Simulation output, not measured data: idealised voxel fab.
The following is a process module called voxel fin reveal.
The width of the displayed cross-section, cut, is 220 nm; its cells are square, with a size of 5 nm.
In this document a cross-section is written as a grid of square cells. It is given as a series of bands, listed from the top down, and a band is one or more rows of cells.
The entry gives the band's vertical extent as a top height and a bottom height in nm, then its horizontal make-up as materials from left to right, each with a width in nm. "empty" stands for empty space; a single material marked "full width" fills the band edge to edge.
Beneath 0, the wafer as received is one material, and that level is where height counting begins. The lowest band goes on downward without a bottom; it is written like "0 nm and below".
Read "30 to 40" as a graded width: first number on top, second number at the bottom, same change between each pair of neighbouring rows.
For the purposes of this document, the phrase "nothing was modified" attached to a step denotes that no cell within the cross-section was modified by that step.
This entry, "Enclosed internal voids", enumerates those empty regions of no fewer than 8 cells that possess no open connection to the top. Each region is reported in the form width x height at distance, the distance being taken from the left edge, with all three quantities expressed in nm.
Post-settings text on a step line: simulator's own remark regarding the step.
overlay nm: mask offset rightward from planned place, masked step; negative means leftward offset.

Set out below are the planned steps of the process
1) RECEIVE | material Si
2) CONFORMAL_DEP | material SiN | thk nm 10
3) PATTERN | tone cover | mask id FINS | material resist | width nm 15 | pitch nm 35 | thk nm 20 | overlay nm 0
4) DIRECTIONAL_ETCH | etch materials SiN | depth nm 10
5) DIRECTIONAL_ETCH | etch materials Si | depth nm 30
6) STRIP | etch materials resist
7) FILL_DEP | material SiO2 | thk nm 15
8) CMP | height nm 10
9) SELECTIVE_ETCH | etch materials SiO2 | depth nm 25
10) STRIP | etch materials SiN

Cross-section of the incoming wafer, state after step 1
- 0 nm and below = Si full width
- Enclosed internal voids: none

Below is the wafer in cross-section after the module was completed. It began from the starting point shown above and followed the plan shown above, except that one mistake was made while running it
- 0 nm to -15 nm = empty 85 nm  Si 15 nm  empty 20 nm  Si 15 nm  empty 85 nm
- -15 nm to -25 nm = SiO2 60 nm  empty 25 nm  Si 15 nm  empty 20 nm  Si 15 nm  empty 25 nm  SiO2 60 nm
- -25 nm to -30 nm = SiO2 85 nm  Si 15 nm  SiO2 20 nm  Si 15 nm  SiO2 85 nm
- -30 nm and below = Si full width
- Enclosed internal voids: none
Here's what went sideways: the executed order of steps 9 and 10 is the reverse of that specified in the plan, each step having taken the other's position
